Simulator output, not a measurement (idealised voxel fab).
Process module name: voxel tone inversion
Each square cell in cross-section cut measures 5 nm, and the section as a whole is 245 nm wide.
Cross-section layout: square cells on a grid; listed as bands, top to bottom; a band spans one or more cell rows.
Quick guide to a band line: top height, bottom height (nm) up front; then every material left to right with its width in nm. Only one material and it's marked "throughout"? Then it fills the band edge to edge. And "blank" just means empty space.
Zero point of the height axis is 0; under it, received wafer = one material. Lowest band: continues down indefinitely, "0 down".
Top row gets the first number, bottom row gets the second, and each row in between changes by the same step: that is how a band width like "30 to 40" works.
Given "nothing was modified" for a step, no cell of the cross-section differs between before and after that step.
Empty spaces counting at least 8 cells and having no open way to the top are listed in "Closed void inventory". The notation width x height at distance is used for each, the distance being from the left edge and all three values in nm.
What comes after the settings on a step's line is commentary from the simulator itself on that step.
If you see "overlay nm" on a step's line and that step has a mask, it's telling you how far right of where it was planned the mask ended up; a negative number means it went left instead.
### The steps planned for the process are as follows
| 1 | RECEIVE (material Si) |
| 2 | CONFORMAL_DEP (material SiN; thk nm 10) |
| 3 | DIRECTIONAL_DEP (material polySi; thk nm 15) |
| 4 | PATTERN (tone cover; mask id POSTS; material resist; width nm 20; pitch nm 45; thk nm 20; overlay nm 0) |
| 5 | DIRECTIONAL_ETCH (etch materials polySi; depth nm 15) |
| 6 | STRIP (etch materials resist) |
| 7 | FILL_DEP (material SiO2; thk nm 10) |
| 8 | CMP (height nm 25) |
| 9 | STRIP (etch materials polySi) |
| 10 | CONFORMAL_DEP (material TiN; thk nm 5) |
| 11 | FILL_DEP (material Cu; thk nm 5) |
| 12 | CMP (height nm 25) |
| 13 | CONFORMAL_DEP (material SiCN; thk nm 5) |
### Wafer as received: cross-section following step 1
> 0 down  Si throughout
> Closed void inventory: none
### As-planned run: cross-section of the first of two wafers at end of module
> 30 to 25  SiCN throughout
> 25 to 15  SiO2 65  TiN 5  Cu 10  TiN 5  SiO2 25  TiN 5  Cu 10  TiN 5  SiO2 25  TiN 5  Cu 10  TiN 5  SiO2 70
> 15 to 10  SiO2 65  TiN 20  SiO2 25  TiN 20  SiO2 25  TiN 20  SiO2 70
> 10 to 0  SiN throughout
> 0 down  Si throughout
> Closed void inventory: none
### Second wafer of the two, sectioned at the end of the module. It began like the first and followed the same plan, but one mistake was made while running it
> 30 to 25  SiCN throughout
> 25 to 20  TiN 70  Cu 10  TiN 35  Cu 10  TiN 35  Cu 10  TiN 75
> 20 to 15  SiO2 65  TiN 5  Cu 10  TiN 5  SiO2 25  TiN 5  Cu 10  TiN 5  SiO2 25  TiN 5  Cu 10  TiN 5  SiO2 70
> 15 to 10  SiO2 65  TiN 20  SiO2 25  TiN 20  SiO2 25  TiN 20  SiO2 70
> 10 to 0  SiN throughout
> 0 down  Si throughout
> Closed void inventory: none
Plan not followed: it should be noted that step 8 was executed with settings other than those planned, the operation and settings actually applied being CMP (height nm 20)
The second wafer ends with more or fewer cells of some materials than the first, per final count: -37 SiO2; +37 TiN
